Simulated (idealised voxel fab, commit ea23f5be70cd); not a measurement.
The process module that follows is named voxel transistor to metal.
Section cut is 265 nm wide and gridded with 5 nm square cells.
In what follows, cross-sections appear as grids of square cells, described through bands that run from the top down, where every band is one or more rows of cells. This entry defines a band. It first specifies the height of the band's top and the height of its bottom in nm, and then specifies the band's materials from left to right, stating each material with its width in nm. The word "throughout" identifies a single material that fills the band from edge to edge, while the word "blank" identifies empty space. Where do heights start? At 0: under that level the wafer as delivered is made of one material only. And the lowest band has no floor; it just carries on downward, as in "0 -> down". The notation "30..40" denotes a width that varies across the rows of cells in the band, beginning at the first number in the top row, finishing at the second number in the bottom row, and changing by an identical amount from each row to the next. Where a step carries "remained unchanged", the cross-section came out of it unchanged, cell for cell. Empty spaces without an open route to the top, at least 8 cells in extent, make up the entry "Enclosed voids"; each is given as width x height at distance, where the distance is measured from the left edge, and all are in nm. On each step's line, the part that comes after the settings is the simulator's own comment on the step. overlay nm: for a step with a mask, the amount by which the mask lay right of where it was planned; a negative amount means left of it.
### Intended process steps
1: RECEIVE | material Si
2: CONFORMAL_DEP | material SiO2 | thk nm 5
3: CONFORMAL_DEP | material SiN | thk nm 10
4: PATTERN | tone cover | mask id ACTIVE | material resist | width nm 105 | pitch nm 125 | thk nm 15 | overlay nm 0
5: DIRECTIONAL_ETCH | etch materials SiN | depth nm 10
6: DIRECTIONAL_ETCH | etch materials SiO2 | depth nm 5
7: DIRECTIONAL_ETCH | etch materials Si | depth nm 35
8: STRIP | etch materials resist
9: OXIDIZE | depth nm 5
10: FILL_DEP | material SiO2 | thk nm 15
11: CMP | height nm 15
12: SELECTIVE_ETCH | etch materials SiO2 | depth nm 5
13: STRIP | etch materials SiN
14: SELECTIVE_ETCH | etch materials SiO2 | depth nm 5
15: OXIDIZE | depth nm 5
16: DIRECTIONAL_DEP | material polySi | thk nm 20
17: DIRECTIONAL_DEP | material SiCN | thk nm 15
18: PATTERN | tone cover | mask id GATE | material resist | width nm 25 | pitch nm 125 | thk nm 20 | overlay nm 0
19: DIRECTIONAL_ETCH | etch materials SiCN | depth nm 25
20: DIRECTIONAL_ETCH | etch materials polySi | depth nm 30
21: STRIP | etch materials resist
22: CONFORMAL_DEP | material SiO2 | thk nm 5
23: DIRECTIONAL_ETCH | etch materials SiO2 | depth nm 5
24: CONFORMAL_DEP | material SiN | thk nm 5
25: DIRECTIONAL_ETCH | etch materials SiN | depth nm 5
26: DIRECTIONAL_ETCH | etch materials SiO2 | depth nm 5
27: DIRECTIONAL_ETCH | etch materials Si | depth nm 15
28: EPI | material pSi | thk nm 20
29: FILL_DEP | material SiO2 | thk nm 5
30: CMP | height nm 35
31: DIRECTIONAL_DEP | material SiO2 | thk nm 15
32: MASKED_ETCH | tone open | mask id CONTACT | width nm 30 | etch materials SiO2 | depth nm 50 | overlay nm 0
33: CONFORMAL_DEP | material TiN | thk nm 5
34: FILL_DEP | material W | thk nm 5
35: CMP | height nm 50
36: CONFORMAL_DEP | material SiCN | thk nm 5
37: DIRECTIONAL_DEP | material lowk | thk nm 20
38: MASKED_ETCH | tone open | mask id METAL_1 | width nm 20 | etch materials lowk | depth nm 20 | overlay nm 0
39: MASKED_ETCH | tone open | mask id METAL_1 | width nm 20 | etch materials SiCN | depth nm 5 | overlay nm 0
40: CONFORMAL_DEP | material TiN | thk nm 5
41: FILL_DEP | material Cu | thk nm 5
42: CMP | height nm 75
43: CONFORMAL_DEP | material SiCN | thk nm 5
44: DIRECTIONAL_DEP | material lowk | thk nm 35
45: PATTERN | tone open | mask id METAL_2_HOLES | material resist | width nm 15 | pitch nm 125 | thk nm 15 | overlay nm 0
46: DIRECTIONAL_ETCH | etch materials lowk | depth nm 35
47: STRIP | etch materials resist
48: DIRECTIONAL_DEP | material aC | thk nm 10
49: PATTERN | tone open | mask id METAL_2 | material resist | width nm 20 | pitch nm 125 | thk nm 25 | overlay nm 0
50: DIRECTIONAL_ETCH | etch materials aC | depth nm 10
51: STRIP | etch materials resist
52: DIRECTIONAL_ETCH | etch materials lowk | depth nm 20
53: DIRECTIONAL_ETCH | etch materials SiCN | depth nm 5
54: STRIP | etch materials aC
55: CONFORMAL_DEP | material TiN | thk nm 5
56: FILL_DEP | material Cu | thk nm 10
57: CMP | height nm 115
58: CONFORMAL_DEP | material SiN | thk nm 5
### Cross-section of the wafer upon arrival, representing the state reached after step 1
- 0 -> down: Si throughout
- Enclosed voids: none
### Wafer cross-section at end of module: start and plan as shown above, one execution error
- 120 -> 115: SiN throughout
- 115 -> 100: lowk 20 nm / TiN 5 nm / Cu 10 nm / TiN 5 nm / lowk 105 nm / TiN 5 nm / Cu 10 nm / TiN 5 nm / lowk 100 nm
- 100 -> 95: lowk 20 nm / TiN 5 nm / Cu 5 nm / TiN 10 nm / lowk 105 nm / TiN 5 nm / Cu 5 nm / TiN 10 nm / lowk 100 nm
- 95 -> 85: lowk 20 nm / TiN 5 nm / Cu 5 nm / TiN 5 nm / lowk 110 nm / TiN 5 nm / Cu 5 nm / TiN 5 nm / lowk 105 nm
- 85 -> 80: lowk 20 nm / TiN 15 nm / lowk 110 nm / TiN 15 nm / lowk 105 nm
- 80 -> 75: W throughout
- 75 -> 55: lowk 20 nm / TiN 5 nm / Cu 10 nm / TiN 5 nm / lowk 55 nm / TiN 5 nm / Cu 10 nm / TiN 5 nm / lowk 30 nm / TiN 5 nm / Cu 10 nm / TiN 5 nm / lowk 55 nm / TiN 5 nm / Cu 10 nm / TiN 5 nm / lowk 25 nm
- 55 -> 50: SiCN 20 nm / TiN 20 nm / SiCN 55 nm / TiN 20 nm / SiCN 30 nm / TiN 20 nm / SiCN 55 nm / TiN 20 nm / SiCN 25 nm
- 50 -> 40: SiO2 20 nm / TiN 5 nm / W 20 nm / TiN 5 nm / SiO2 35 nm / TiN 5 nm / W 20 nm / TiN 5 nm / SiO2 30 nm / TiN 5 nm / W 20 nm / TiN 5 nm / SiO2 35 nm / TiN 5 nm / W 20 nm / TiN 5 nm / SiO2 25 nm
- 40 -> 35: SiO2 20 nm / TiN 5 nm / W 15 nm / TiN 10 nm / SiO2 35 nm / TiN 10 nm / W 15 nm / TiN 5 nm / SiO2 30 nm / TiN 5 nm / W 15 nm / TiN 10 nm / SiO2 35 nm / TiN 10 nm / W 15 nm / TiN 5 nm / SiO2 25 nm
- 35 -> 20: SiO2 20 nm / TiN 5 nm / W 15 nm / TiN 5 nm / SiN 5 nm / SiO2 5 nm / SiCN 25 nm / SiO2 5 nm / SiN 5 nm / TiN 5 nm / W 15 nm / TiN 5 nm / SiO2 30 nm / TiN 5 nm / W 15 nm / TiN 5 nm / SiN 5 nm / SiO2 5 nm / SiCN 25 nm / SiO2 5 nm / SiN 5 nm / TiN 5 nm / W 15 nm / TiN 5 nm / SiO2 25 nm
- 20 -> 15: SiO2 20 nm / TiN 25 nm / SiN 5 nm / SiO2 5 nm / polySi 25 nm / SiO2 5 nm / SiN 5 nm / TiN 25 nm / SiO2 30 nm / TiN 25 nm / SiN 5 nm / SiO2 5 nm / polySi 25 nm / SiO2 5 nm / SiN 5 nm / TiN 25 nm / SiO2 25 nm
- 15 -> 5: SiO2 20 nm / TiN 5 nm / pSi 20 nm / SiN 5 nm / SiO2 5 nm / polySi 25 nm / SiO2 5 nm / SiN 5 nm / pSi 20 nm / TiN 5 nm / SiO2 30 nm / TiN 5 nm / pSi 20 nm / SiN 5 nm / SiO2 5 nm / polySi 25 nm / SiO2 5 nm / SiN 5 nm / pSi 20 nm / TiN 5 nm / SiO2 25 nm
- 5 -> 0: SiO2 15 nm / SiN 5 nm / TiN 5 nm / pSi 20 nm / SiN 5 nm / SiO2 5 nm / polySi 25 nm / SiO2 5 nm / SiN 5 nm / pSi 20 nm / TiN 5 nm / SiN 5 nm / SiO2 20 nm / SiN 5 nm / TiN 5 nm / pSi 20 nm / SiN 5 nm / SiO2 5 nm / polySi 25 nm / SiO2 5 nm / SiN 5 nm / pSi 20 nm / TiN 5 nm / SiN 5 nm / SiO2 20 nm
- 0 -> -5: SiO2 20 nm / pSi 25 nm / SiO2 45 nm / pSi 25 nm / SiO2 30 nm / pSi 25 nm / SiO2 45 nm / pSi 25 nm / SiO2 25 nm
- -5 -> -20: SiO2 20 nm / pSi 25 nm / Si 45 nm / pSi 25 nm / SiO2 30 nm / pSi 25 nm / Si 45 nm / pSi 25 nm / SiO2 25 nm
- -20 -> -40: SiO2 20 nm / Si 95 nm / SiO2 30 nm / Si 95 nm / SiO2 25 nm
- -40 -> down: Si throughout
- Enclosed voids: none
Processing error: the process deviated at step 43: the operation and settings actually run there were CONFORMAL_DEP | material W | thk nm 5
